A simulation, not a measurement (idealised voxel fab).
Module name: voxel fin reveal (process module)
The figure presents cross-section cut, which has a width of 210 nm and is divided into square cells with an edge length of 5 nm.
For the purposes of this document, a cross-section shall be understood as a grid of square cells, specified as bands listed in top-to-bottom order, each band consisting of one or more rows of cells.
Top height, bottom height, nm. Materials left to right, width each, nm. Single material + "all across" = fills band edge to edge. "blank" = empty.
Note: height 0 marks the level under which the wafer is uniformly one material as received. Lowest band unbounded below, written "top 0, no bottom".
You'd read "30..40" like this: the band's top row of cells is as wide as the first number, its bottom row is as wide as the second, and going down, every row changes width by the same amount as the row before did.
"identical to before" means the step left every cell of the cross-section as it was.
The list in "Fully sealed cavities" covers empty spaces of 8 cells or more that cannot reach the top through any open way, and it gives each as width x height at distance; the distance is from the left edge, and width, height and distance are in nm.
It should be noted that, on the line of a given step, the content following the step's settings is a remark produced by the simulator itself with respect to that step.
If you see "overlay nm" on a step's line and that step has a mask, it's telling you how far right of where it was planned the mask ended up; a negative number means it went left instead.
Set out below are the planned steps of the process
1: RECEIVE | material Si
2: CONFORMAL_DEP | material SiN | thk nm 10
3: DIRECTIONAL_DEP | material aC | thk nm 15
4: PATTERN | tone cover | mask id FINS | material resist | width nm 15 | pitch nm 40 | thk nm 35 | overlay nm -15
5: DIRECTIONAL_ETCH | etch materials aC | depth nm 15
6: STRIP | etch materials resist
7: DIRECTIONAL_ETCH | etch materials SiN | depth nm 10
8: DIRECTIONAL_ETCH | etch materials Si | depth nm 35
9: STRIP | etch materials aC
10: FILL_DEP | material SiO2 | thk nm 5
11: CMP | height nm 10
12: SELECTIVE_ETCH | etch materials SiO2 | depth nm 30
13: STRIP | etch materials SiN
14: CONFORMAL_DEP | material SiO2 | thk nm 5
All wafers enter the flow in the same state. The overlay nm at step 4 differs from wafer to wafer, and the plan gives the value for the first wafer.
Cross-section, first of several wafers, as delivered after step 1
    top 0, no bottom: Si all across
    Fully sealed cavities: none
After the module's final step, step 14: the first of several wafers in cross-section
    top 5, bottom 0: blank=35; SiO2=25; blank=15; SiO2=25; blank=15; SiO2=25; blank=70
    top 0, bottom -15: blank=35; SiO2=5; Si=15; SiO2=5; blank=15; SiO2=5; Si=15; SiO2=5; blank=15; SiO2=5; Si=15; SiO2=5; blank=70
    top -15, bottom -35: SiO2=40; Si=15; SiO2=25; Si=15; SiO2=25; Si=15; SiO2=75
    top -35, no bottom: Si all across
    Fully sealed cavities: none
A cross-section through the last wafer at the close of the module
    top 5, bottom 0: blank=65; SiO2=25; blank=15; SiO2=25; blank=15; SiO2=25; blank=40
    top 0, bottom -15: blank=65; SiO2=5; Si=15; SiO2=5; blank=15; SiO2=5; Si=15; SiO2=5; blank=15; SiO2=5; Si=15; SiO2=5; blank=40
    top -15, bottom -35: SiO2=70; Si=15; SiO2=25; Si=15; SiO2=25; Si=15; SiO2=45
    top -35, no bottom: Si all across
    Fully sealed cavities: none
The rows of the table below are wafers. Looking at the end of the module, a row counts, for every material, the cells the wafer has gained, shown as (+), or lost, shown as (-), since it was received; its closed voids come next
overlay nm -15; -231 Si; +165 SiO2; Fully sealed cavities: none
overlay nm -10; -231 Si; +165 SiO2; Fully sealed cavities: none
overlay nm -5; -231 Si; +165 SiO2; Fully sealed cavities: none
overlay nm 0; -231 Si; +165 SiO2; Fully sealed cavities: none
overlay nm 5; -231 Si; +165 SiO2; Fully sealed cavities: none
overlay nm 10; -231 Si; +165 SiO2; Fully sealed cavities: none
overlay nm 15; -231 Si; +165 SiO2; Fully sealed cavities: none
